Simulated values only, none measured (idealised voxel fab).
process module | voxel transistor to metal
cross-section cut | 165 nm wide | cells 5 nm
A cross-section is a grid of square cells, given in bands from the top down. A band is one or more rows of cells.
Each band's line starts with the height of the band's top and of its bottom, in nm. Then come its materials from left to right, each with its width in nm. One material with "throughout" fills the band from edge to edge. "air" is empty space.
Height 0 is the level under which the wafer as received is all one material. The lowest band goes on downwards, as in "0 down".
A width such as "30 to 40" changes by the same amount from each row of cells to the next, from the band's top row to its bottom row.
"no change" after a step means that no cell of the cross-section changed.
closed voids: empty space of 8 cells or more with no open way to the top, each as width x height at its distance from the left edge, in nm
after a step's settings: what the simulator itself notes on the step
overlay nm, on a step with a mask: how far to the right of its planned place the mask lay; to the left if negative
plan
1 op RECEIVE | material Si
2 op CONFORMAL_DEP | material SiO2 | thk nm 5
3 op CONFORMAL_DEP | material SiN | thk nm 15
4 op PATTERN | tone cover | mask id ACTIVE | material resist | width nm 95 | thk nm 15 | overlay nm 0
5 op DIRECTIONAL_ETCH | etch materials SiN | depth nm 15
6 op DIRECTIONAL_ETCH | etch materials SiO2 | depth nm 5
7 op DIRECTIONAL_ETCH | etch materials Si | depth nm 35
8 op STRIP | etch materials resist
9 op FILL_DEP | material SiO2 | thk nm 15
10 op CMP | height nm 20
11 op SELECTIVE_ETCH | etch materials SiO2 | depth nm 10
12 op STRIP | etch materials SiN
13 op SELECTIVE_ETCH | etch materials SiO2 | depth nm 5
14 op OXIDIZE | depth nm 5
15 op DIRECTIONAL_DEP | material polySi | thk nm 25
16 op DIRECTIONAL_DEP | material SiCN | thk nm 10
17 op DIRECTIONAL_DEP | material aC | thk nm 15
18 op PATTERN | tone cover | mask id GATE | material resist | width nm 15 | thk nm 30 | overlay nm 0
19 op DIRECTIONAL_ETCH | etch materials aC | depth nm 15
20 op STRIP | etch materials resist
21 op DIRECTIONAL_ETCH | etch materials SiCN | depth nm 20
22 op DIRECTIONAL_ETCH | etch materials polySi | depth nm 35
23 op STRIP | etch materials aC
24 op CONFORMAL_DEP | material SiN | thk nm 10
25 op DIRECTIONAL_ETCH | etch materials SiN | depth nm 10
26 op DIRECTIONAL_ETCH | etch materials SiO2 | depth nm 5
27 op DIRECTIONAL_ETCH | etch materials Si | depth nm 15
28 op EPI | material pSi | thk nm 20
29 op FILL_DEP | material SiO2 | thk nm 5
30 op CMP | height nm 35
31 op DIRECTIONAL_DEP | material SiO2 | thk nm 15
32 op PATTERN | tone open | mask id CONTACT | material resist | width nm 30 | pitch nm 55 | thk nm 15 | overlay nm 0
33 op DIRECTIONAL_ETCH | etch materials SiO2 | depth nm 35
34 op STRIP | etch materials resist
35 op CONFORMAL_DEP | material TiN | thk nm 5
36 op FILL_DEP | material W | thk nm 10
37 op CMP | height nm 50
38 op CONFORMAL_DEP | material SiCN | thk nm 5
39 op DIRECTIONAL_DEP | material SiO2 | thk nm 25
40 op DIRECTIONAL_DEP | material aC | thk nm 10
41 op PATTERN | tone open | mask id METAL_1 | material resist | width nm 20 | pitch nm 65 | thk nm 25 | overlay nm 0
42 op DIRECTIONAL_ETCH | etch materials aC | depth nm 10
43 op STRIP | etch materials resist
44 op DIRECTIONAL_ETCH | etch materials SiO2 | depth nm 25
45 op DIRECTIONAL_ETCH | etch materials SiCN | depth nm 5
46 op STRIP | etch materials aC
47 op CONFORMAL_DEP | material TiN | thk nm 5
48 op FILL_DEP | material Cu | thk nm 5
49 op CMP | height nm 80
50 op CONFORMAL_DEP | material SiCN | thk nm 5
51 op DIRECTIONAL_DEP | material SiO2 | thk nm 30
52 op DIRECTIONAL_DEP | material aC | thk nm 15
53 op PATTERN | tone open | mask id METAL_2 | material resist | width nm 20 | pitch nm 65 | thk nm 35 | overlay nm 0
54 op DIRECTIONAL_ETCH | etch materials aC | depth nm 15
55 op STRIP | etch materials resist
56 op DIRECTIONAL_ETCH | etch materials SiO2 | depth nm 15
57 op STRIP | etch materials aC
58 op MASKED_ETCH | tone open | mask id METAL_2_HOLES | width nm 15 | pitch nm 65 | etch materials SiO2 | depth nm 15 | overlay nm 0
59 op MASKED_ETCH | tone open | mask id METAL_2_HOLES | width nm 15 | pitch nm 65 | etch materials SiCN | depth nm 5 | overlay nm 0
60 op CONFORMAL_DEP | material TiN | thk nm 5
61 op FILL_DEP | material Cu | thk nm 5
62 op CMP | height nm 115
63 op CONFORMAL_DEP | material SiN | thk nm 5
varied across the wafers: width nm of step 58. The plan shows the first wafer's value. All wafers start alike
first wafer as received, after step 1
  0 down: Si throughout
  closed voids: none
each wafer at the end: cells of each material gained (+) or lost (-) since it was received, then its closed voids
width nm 15 | +36 Cu | -147 Si | +58 SiCN | +65 SiN | +551 SiO2 | +96 TiN | +40 W | +78 pSi | +15 polySi | closed voids: none
width nm 20 | +42 Cu | -147 Si | +58 SiCN | +65 SiN | +545 SiO2 | +96 TiN | +40 W | +78 pSi | +15 polySi | closed voids: none
width nm 25 | +46 Cu | -147 Si | +58 SiCN | +65 SiN | +539 SiO2 | +98 TiN | +40 W | +78 pSi | +15 polySi | closed voids: none
width nm 30 | +50 Cu | -147 Si | +58 SiCN | +65 SiN | +533 SiO2 | +100 TiN | +40 W | +78 pSi | +15 polySi | closed voids: none
